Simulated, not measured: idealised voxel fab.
voxel capacitor over wiring: a process module
Cross-section cut: width 295 nm, square cells of 5 nm.
Heads up, the way a cross-section reads in here is a grid of square cells, handed over as bands from the top down, with every band being one or more rows of cells. For a band, the entry starts with two heights in nm, that of the top and then that of the bottom, and carries on with the band's materials in order from left to right, each alongside its width in nm; the word "throughout" beside a single material means it fills the band edge to edge, and "empty" means empty space. Convention: height 0 is the level below which the wafer, as received, is all one material. The lowest band does not terminate at the bottom but continues downward, represented as "0 down". The notation "30..40" denotes a width that varies across the rows of cells in the band, beginning at the first number in the top row, finishing at the second number in the bottom row, and changing by an identical amount from each row to the next. It should be understood that the words "nothing changed", when stated for a given step, signify that the cross-section underwent no change in any of its cells during that step. "Closed void register" - sealed voids, min. 8 cells, no opening to top; format: width x height at distance (distance from left edge; nm throughout). What comes after the settings on a step's line is commentary from the simulator itself on that step. A step's line can hold "overlay nm"; with a mask on that step, the setting says how far right of the planned place the mask lay, while a negative setting says it lay to the left.

# Steps planned for the process
- 1: RECEIVE, material Si
- 2: CONFORMAL_DEP, material SiO2, thk nm 10
- 3: CONFORMAL_DEP, material SiCN, thk nm 5
- 4: DIRECTIONAL_DEP, material SiO2, thk nm 25
- 5: MASKED_ETCH, tone open, mask id METAL_1, width nm 20, pitch nm 85, etch materials SiO2, depth nm 25, overlay nm 0
- 6: MASKED_ETCH, tone open, mask id METAL_1, width nm 20, pitch nm 85, etch materials SiCN, depth nm 5, overlay nm 0
- 7: CONFORMAL_DEP, material TiN, thk nm 5
- 8: FILL_DEP, material W, thk nm 5
- 9: CMP, height nm 40
- 10: CONFORMAL_DEP, material SiCN, thk nm 5
- 11: DIRECTIONAL_DEP, material lowk, thk nm 10
- 12: DIRECTIONAL_DEP, material aC, thk nm 10
- 13: PATTERN, tone open, mask id PLUG_1, material resist, width nm 15, thk nm 30, overlay nm 0
- 14: DIRECTIONAL_ETCH, etch materials aC, depth nm 10
- 15: STRIP, etch materials resist
- 16: DIRECTIONAL_ETCH, etch materials lowk, depth nm 10
- 17: DIRECTIONAL_ETCH, etch materials SiCN, depth nm 5
- 18: STRIP, etch materials aC
- 19: EPI, material Ru, thk nm 10
- 20: EPI, material Ru, thk nm 5
- 21: DIRECTIONAL_DEP, material TiN, thk nm 10
- 22: DIRECTIONAL_DEP, material HfO2, thk nm 5
- 23: DIRECTIONAL_DEP, material TiN, thk nm 5
- 24: MASKED_ETCH, tone cover, mask id UPPER_PLATE, width nm 70, etch materials TiN, depth nm 5, overlay nm 0
- 25: MASKED_ETCH, tone cover, mask id UPPER_PLATE, width nm 70, etch materials HfO2, depth nm 5, overlay nm 0
- 26: MASKED_ETCH, tone cover, mask id LOWER_PLATE, width nm 80, etch materials TiN, depth nm 10, overlay nm 0
- 27: FILL_DEP, material SiO2, thk nm 15
- 28: CMP, height nm 85
- 29: PATTERN, tone open, mask id PLUG_2, material resist, width nm 15, thk nm 20, overlay nm 0
- 30: DIRECTIONAL_ETCH, etch materials SiO2, depth nm 10
- 31: STRIP, etch materials resist
- 32: CONFORMAL_DEP, material TiN, thk nm 5
- 33: FILL_DEP, material Ru, thk nm 5
- 34: CMP, height nm 85
- 35: CONFORMAL_DEP, material SiCN, thk nm 5
Among the wafers covered here, the point of difference is the width nm at step 29; their starting state is shared, and the plan presents the value of the first wafer.

# Step 1 complete: as-received cross-section of the first of several wafers
	0 down: Si throughout
	Closed void register: none

# End of module: cross-section of the first of several wafers after step 35, the last step
	90 to 85: SiCN throughout
	85 to 80: SiO2 (110), then TiN (5), then Ru (5), then TiN (5), then SiO2 (170)
	80 to 70: SiO2 (110..100), then TiN (15..70), then SiO2 (170..125)
	70 to 65: SiO2 (100), then HfO2 (70), then SiO2 (125)
	65 to 55: SiO2 (95), then TiN (80), then SiO2 (120)
	55 to 45: lowk (100), then Ru (15), then lowk (180)
	45 to 40: SiCN (100), then Ru (15), then SiCN (180)
	40 to 15: SiO2 (95), then TiN (5), then W (10), then TiN (5), then SiO2 (65), then TiN (5), then W (10), then TiN (5), then SiO2 (95)
	15 to 10: SiCN (95), then TiN (20), then SiCN (65), then TiN (20), then SiCN (95)
	10 to 0: SiO2 throughout
	0 down: Si throughout
	Closed void register: none

# Final wafer cross-section at module end
	90 to 85: SiCN throughout
	85 to 80: SiO2 (105), then TiN (5), then Ru (20), then TiN (5), then SiO2 (160)
	80 to 70: SiO2 (105..100), then TiN (30..70), then SiO2 (160..125)
	70 to 65: SiO2 (100), then HfO2 (70), then SiO2 (125)
	65 to 55: SiO2 (95), then TiN (80), then SiO2 (120)
	55 to 45: lowk (100), then Ru (15), then lowk (180)
	45 to 40: SiCN (100), then Ru (15), then SiCN (180)
	40 to 15: SiO2 (95), then TiN (5), then W (10), then TiN (5), then SiO2 (65), then TiN (5), then W (10), then TiN (5), then SiO2 (95)
	15 to 10: SiCN (95), then TiN (20), then SiCN (65), then TiN (20), then SiCN (95)
	10 to 0: SiO2 throughout
	0 down: Si throughout
	Closed void register: none

# Every row in this table is a wafer at the end of the module, and it gives, for each of the materials, the cells that wafer has gained (+) or lost (-) since it was received, then its closed voids
width nm 15 | +14 HfO2 | +10 Ru | +166 SiCN | +661 SiO2 | +79 TiN | +20 W | +112 lowk | Closed void register: none
width nm 20 | +14 HfO2 | +11 Ru | +166 SiCN | +659 SiO2 | +80 TiN | +20 W | +112 lowk | Closed void register: none
width nm 25 | +14 HfO2 | +12 Ru | +166 SiCN | +657 SiO2 | +81 TiN | +20 W | +112 lowk | Closed void register: none
width nm 30 | +14 HfO2 | +13 Ru | +166 SiCN | +655 SiO2 | +82 TiN | +20 W | +112 lowk | Closed void register: none
